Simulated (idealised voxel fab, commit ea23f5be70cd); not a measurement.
process module | voxel local oxidation
cross-section cut | 265 nm wide | cells 5 nm
A cross-section is a grid of square cells, given in bands from the top down. A band is one or more rows of cells.
Each band's line starts with the height of the band's top and of its bottom, in nm. Then come its materials from left to right, each with its width in nm. One material with "throughout" fills the band from edge to edge. "air" is empty space.
Height 0 is the level under which the wafer as received is all one material. The lowest band goes on downwards, as in "0 down".
A width such as "30 to 40" changes by the same amount from each row of cells to the next, from the band's top row to its bottom row.
"no change" after a step means that no cell of the cross-section changed.
closed voids: empty space of 8 cells or more with no open way to the top, each as width x height at its distance from the left edge, in nm
after a step's settings: what the simulator itself notes on the step
overlay nm, on a step with a mask: how far to the right of its planned place the mask lay; to the left if negative
Each pair below shows a cross-section before one step and the cross-section after it, down to the lowest band that changed. The line under each pair gives the step between them, with its settings. The pairs can come from different runs of this module on the same starting wafer, so a pair continues from the pair above only where its "before" says so.
before
  0 down: Si throughout
  closed voids: none
after
  0 to -5: SiO2 throughout
  below -5: unchanged
  closed voids: none
the step between: op OXIDIZE | depth nm 5
before: the cross-section after the pair above
after
  15 to 0: SiN throughout
  below 0: unchanged
  closed voids: none
the step between: op CONFORMAL_DEP | material SiN | thk nm 15
before: the cross-section after the pair above
after
  15 to 0: air 15 | SiN 105 | air 20 | SiN 105 | air 20
  below 0: unchanged
  closed voids: none
the step between: op MASKED_ETCH | tone cover | mask id ACTIVE | width nm 105 | pitch nm 125 | etch materials SiN | depth nm 15 | overlay nm 0
before: the cross-section after the pair above
after
  15 to 0: air 15 | SiN 105 | air 20 | SiN 105 | air 20
  0 to -5: air 20 | SiO2 95 | air 30 | SiO2 95 | air 25
  below -5: unchanged
  closed voids: none
the step between: op SELECTIVE_ETCH | etch materials SiO2 | depth nm 5
before: the cross-section after the pair above
after
  15 to 0: air 15 | SiN 105 | air 20 | SiN 105 | air 20
  0 to -5: air 20 | SiO2 95 | air 30 | SiO2 95 | air 25
  -5 to -20: SiO2 35 | Si 65 | SiO2 60 | Si 65 | SiO2 40
  below -20: unchanged
  closed voids: none
the step between: op OXIDIZE | depth nm 15
before: the cross-section after the pair above
after
  0 to -5: air 20 | SiO2 95 | air 30 | SiO2 95 | air 25
  below -5: unchanged
  closed voids: none
the step between: op STRIP | etch materials SiN
before
  0 to -5: SiO2 throughout
  -5 down: Si throughout
  closed voids: none
after
  -5 down: Si throughout
  closed voids: none
the step between: op SELECTIVE_ETCH | etch materials SiO2 | depth nm 5
before: the cross-section after the pair above
after
  -5 to -20: SiO2 throughout
  below -20: unchanged
  closed voids: none
the step between: op OXIDIZE | depth nm 15
before
  15 to 0: air 15 | SiN 105 | air 20 | SiN 105 | air 20
  0 to -5: air 20 | SiO2 95 | air 30 | SiO2 95 | air 25
  -5 down: Si throughout
  closed voids: none
after
  0 to -5: air 20 | SiO2 95 | air 30 | SiO2 95 | air 25
  below -5: unchanged
  closed voids: none
the step between: op STRIP | etch materials SiN
before: the cross-section after the pair above
after
  0 to -5: air 20 | SiO2 95 | air 30 | SiO2 95 | air 25
  -5 to -20: SiO2 35 | Si 65 | SiO2 60 | Si 65 | SiO2 40
  below -20: unchanged
  closed voids: none
the step between: op OXIDIZE | depth nm 15
before
  15 to 0: air 15 | SiN 105 | air 20 | SiN 105 | air 20
  0 to -5: SiO2 throughout
  -5 down: Si throughout
  closed voids: none
after
  15 to 0: air 15 | SiN 105 | air 20 | SiN 105 | air 20
  0 to -5: air 30 | SiO2 75 | air 50 | SiO2 75 | air 35
  below -5: unchanged
  closed voids: none
the step between: op SELECTIVE_ETCH | etch materials SiO2 | depth nm 15
before: the cross-section after the pair above
after
  15 to 0: air 15 | SiN 105 | air 20 | SiN 105 | air 20
  0 to -5: air 30 | SiO2 75 | air 50 | SiO2 75 | air 35
  -5 to -20: SiO2 45 | Si 45 | SiO2 80 | Si 45 | SiO2 50
  below -20: unchanged
  closed voids: none
the step between: op OXIDIZE | depth nm 15
before: the cross-section after the pair above
after
  0 to -5: air 30 | SiO2 75 | air 50 | SiO2 75 | air 35
  below -5: unchanged
  closed voids: none
the step between: op STRIP | etch materials SiN
before
  15 to 0: SiN throughout
  0 to -5: SiO2 throughout
  -5 down: Si throughout
  closed voids: none
after
  15 to 0: air 20 | SiN 100 | air 25 | SiN 100 | air 20
  below 0: unchanged
  closed voids: none
the step between: op MASKED_ETCH | tone cover | mask id ACTIVE | width nm 100 | pitch nm 125 | etch materials SiN | depth nm 15 | overlay nm 0
before: the cross-section after the pair above
after
  15 to 0: air 20 | SiN 100 | air 25 | SiN 100 | air 20
  0 to -5: air 25 | SiO2 90 | air 35 | SiO2 90 | air 25
  below -5: unchanged
  closed voids: none
the step between: op SELECTIVE_ETCH | etch materials SiO2 | depth nm 5
before: the cross-section after the pair above
after
  15 to 0: air 20 | SiN 100 | air 25 | SiN 100 | air 20
  0 to -5: air 25 | SiO2 90 | air 35 | SiO2 90 | air 25
  -5 to -20: SiO2 40 | Si 60 | SiO2 65 | Si 60 | SiO2 40
  below -20: unchanged
  closed voids: none
the step between: op OXIDIZE | depth nm 15
before: the cross-section after the pair above
after
  0 to -5: air 25 | SiO2 90 | air 35 | SiO2 90 | air 25
  below -5: unchanged
  closed voids: none
the step between: op STRIP | etch materials SiN
before
  15 to 0: SiN throughout
  0 to -5: SiO2 throughout
  -5 down: Si throughout
  closed voids: none
after
  15 to 0: air 20 | SiN 105 | air 20 | SiN 105 | air 15
  below 0: unchanged
  closed voids: none
the step between: op MASKED_ETCH | tone cover | mask id ACTIVE | width nm 105 | pitch nm 125 | etch materials SiN | depth nm 15 | overlay nm 5
before: the cross-section after the pair above
after
  15 to 0: air 20 | SiN 105 | air 20 | SiN 105 | air 15
  0 to -5: air 25 | SiO2 95 | air 30 | SiO2 95 | air 20
  below -5: unchanged
  closed voids: none
the step between: op SELECTIVE_ETCH | etch materials SiO2 | depth nm 5
before: the cross-section after the pair above
after
  15 to 0: air 20 | SiN 105 | air 20 | SiN 105 | air 15
  0 to -5: air 25 | SiO2 95 | air 30 | SiO2 95 | air 20
  -5 to -20: SiO2 40 | Si 65 | SiO2 60 | Si 65 | SiO2 35
  below -20: unchanged
  closed voids: none
the step between: op OXIDIZE | depth nm 15
before: the cross-section after the pair above
after
  0 to -5: air 25 | SiO2 95 | air 30 | SiO2 95 | air 20
  below -5: unchanged
  closed voids: none
the step between: op STRIP | etch materials SiN
before
  0 to -5: SiO2 throughout
  -5 down: Si throughout
  closed voids: none
after
  15 to -5: SiO2 throughout
  below -5: unchanged
  closed voids: none
the step between: op CONFORMAL_DEP | material SiO2 | thk nm 15
before: the cross-section after the pair above
after
  10 to -5: SiO2 throughout
  below -5: unchanged
  closed voids: none
the step between: op SELECTIVE_ETCH | etch materials SiO2 | depth nm 5
before
  15 to 0: SiN throughout
  0 to -5: SiO2 throughout
  -5 down: Si throughout
  closed voids: none
after
  15 to 0: SiN 15 | air 105 | SiN 20 | air 105 | SiN 20
  below 0: unchanged
  closed voids: none
the step between: op MASKED_ETCH | tone open | mask id ACTIVE | width nm 105 | pitch nm 125 | etch materials SiN | depth nm 15 | overlay nm 0
before: the cross-section after the pair above
after
  15 to 0: SiN 15 | air 105 | SiN 20 | air 105 | SiN 20
  0 to -5: SiO2 10 | air 115 | SiO2 10 | air 115 | SiO2 15
  below -5: unchanged
  closed voids: none
the step between: op SELECTIVE_ETCH | etch materials SiO2 | depth nm 5
before: the cross-section after the pair above
after
  15 to 0: SiN 15 | air 105 | SiN 20 | air 105 | SiN 20
  0 to -5: SiO2 10 | air 115 | SiO2 10 | air 115 | SiO2 15
  -5 to -20: SiO2 throughout
  below -20: unchanged
  closed voids: none
the step between: op OXIDIZE | depth nm 15
before: the cross-section after the pair above
after
  0 to -5: SiO2 10 | air 115 | SiO2 10 | air 115 | SiO2 15
  below -5: unchanged
  closed voids: none
the step between: op STRIP | etch materials SiN
